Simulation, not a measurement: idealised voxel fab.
Documented hereafter: the process module known as voxel self aligned vias.
Each square cell in cross-section cut measures 5 nm, and the section as a whole is 185 nm wide.
Just so we're on the same page, the cross-sections are grids of square cells, and they're listed out in bands top to bottom, each band one or more rows deep.
Band entry format. Leading values: height of top, height of bottom, nm. Remainder: materials in left-to-right order, each with its width in nm. Special words: "throughout" on a single material, which then fills the band edge to edge; "blank", empty space.
Heights from 0 (as-received wafer is one material below). Bottom band endless downward, as "from 0 down".
A width given as "30..40" starts at the first number in the band's top row and ends at the second number in its bottom row, shifting by an equal amount at every step from row to row.
Any step labelled "left unchanged" changed none of the cells in the cross-section.
Empty spaces counting at least 8 cells and having no open way to the top are listed in "Cavities, sealed". The notation width x height at distance is used for each, the distance being from the left edge and all three values in nm.
Where a step's line continues beyond its settings, the continuation is a remark by the simulator itself on that step.
Each step line may optionally specify "overlay nm", which for a step with a mask gives the rightward distance between the mask's planned place and where it lay, a negative value indicating the leftward direction.

So here's the lineup of process steps we planned
1. RECEIVE,material Si
2. CONFORMAL_DEP,material SiO2,thk nm 15
3. CONFORMAL_DEP,material SiCN,thk nm 5
4. DIRECTIONAL_DEP,material lowk,thk nm 30
5. PATTERN,tone open,mask id LINES,material resist,width nm 20,pitch nm 60,thk nm 15,overlay nm 0
6. DIRECTIONAL_ETCH,etch materials lowk,depth nm 30
7. STRIP,etch materials resist
8. CONFORMAL_DEP,material TiN,thk nm 5
9. FILL_DEP,material Ru,thk nm 10
10. CMP,height nm 50
11. SELECTIVE_ETCH,etch materials W Ru TiN,depth nm 10
12. FILL_DEP,material SiN,thk nm 10
13. CMP,height nm 50
14. DIRECTIONAL_DEP,material lowk,thk nm 15
15. PATTERN,tone open,mask id VIAS,material resist,width nm 20,pitch nm 60,thk nm 20,overlay nm 0
16. DIRECTIONAL_ETCH,etch materials lowk,depth nm 15
17. DIRECTIONAL_ETCH,etch materials SiN,depth nm 10
18. STRIP,etch materials resist
19. CONFORMAL_DEP,material TiN,thk nm 5
20. FILL_DEP,material Ru,thk nm 5
21. CMP,height nm 65
22. CONFORMAL_DEP,material SiN,thk nm 5
For clarity, it should be stated that the wafers under discussion commence in an identical condition and differ with respect to the width nm of step 15, the plan indicating the value that the first wafer had.

After step 1, as received: first of several wafers, cross-section
> from 0 down = Si throughout
> Cavities, sealed: none

Cross-section, first of several wafers, end of module, after last step 22
> from 70 to 65 = SiN throughout
> from 65 to 45 = lowk: 20, TiN: 5, Ru: 10, TiN: 5, lowk: 40, TiN: 5, Ru: 10, TiN: 5, lowk: 40, TiN: 5, Ru: 10, TiN: 5, lowk: 25
> from 45 to 40 = lowk: 20, TiN: 20, lowk: 40, TiN: 20, lowk: 40, TiN: 20, lowk: 25
> from 40 to 25 = lowk: 20, TiN: 5, Ru: 10, TiN: 5, lowk: 40, TiN: 5, Ru: 10, TiN: 5, lowk: 40, TiN: 5, Ru: 10, TiN: 5, lowk: 25
> from 25 to 20 = lowk: 20, TiN: 20, lowk: 40, TiN: 20, lowk: 40, TiN: 20, lowk: 25
> from 20 to 15 = SiCN throughout
> from 15 to 0 = SiO2 throughout
> from 0 down = Si throughout
> Cavities, sealed: none

Last wafer at the end
> from 70 to 65 = SiN throughout
> from 65 to 55 = lowk: 15, TiN: 5, Ru: 25, TiN: 5, lowk: 25, TiN: 5, Ru: 25, TiN: 5, lowk: 25, TiN: 5, Ru: 25, TiN: 5, lowk: 15
> from 55 to 45 = lowk: 15..20, TiN: 10..5, Ru: 10, TiN: 15..5, lowk: 25..40, TiN: 10..5, Ru: 10, TiN: 15..5, lowk: 25..40, TiN: 10..5, Ru: 10, TiN: 15..5, lowk: 15..25
> from 45 to 40 = lowk: 20, TiN: 20, lowk: 40, TiN: 20, lowk: 40, TiN: 20, lowk: 25
> from 40 to 25 = lowk: 20, TiN: 5, Ru: 10, TiN: 5, lowk: 40, TiN: 5, Ru: 10, TiN: 5, lowk: 40, TiN: 5, Ru: 10, TiN: 5, lowk: 25
> from 25 to 20 = lowk: 20, TiN: 20, lowk: 40, TiN: 20, lowk: 40, TiN: 20, lowk: 25
> from 20 to 15 = SiCN throughout
> from 15 to 0 = SiO2 throughout
> from 0 down = Si throughout
> Cavities, sealed: none

Note: the following table is arranged by wafer, a row apiece. Each row reports the end-of-module state: per material, cells gained (+) or cells lost (-) compared with the wafer as received; closed voids follow
width nm 20 | +42 Ru | +37 SiCN | +37 SiN | +111 SiO2 | +66 TiN | +225 lowk | Cavities, sealed: none
width nm 25 | +48 Ru | +37 SiCN | +37 SiN | +111 SiO2 | +69 TiN | +216 lowk | Cavities, sealed: none
width nm 30 | +54 Ru | +37 SiCN | +37 SiN | +111 SiO2 | +72 TiN | +207 lowk | Cavities, sealed: none
width nm 35 | +60 Ru | +37 SiCN | +37 SiN | +111 SiO2 | +75 TiN | +198 lowk | Cavities, sealed: none
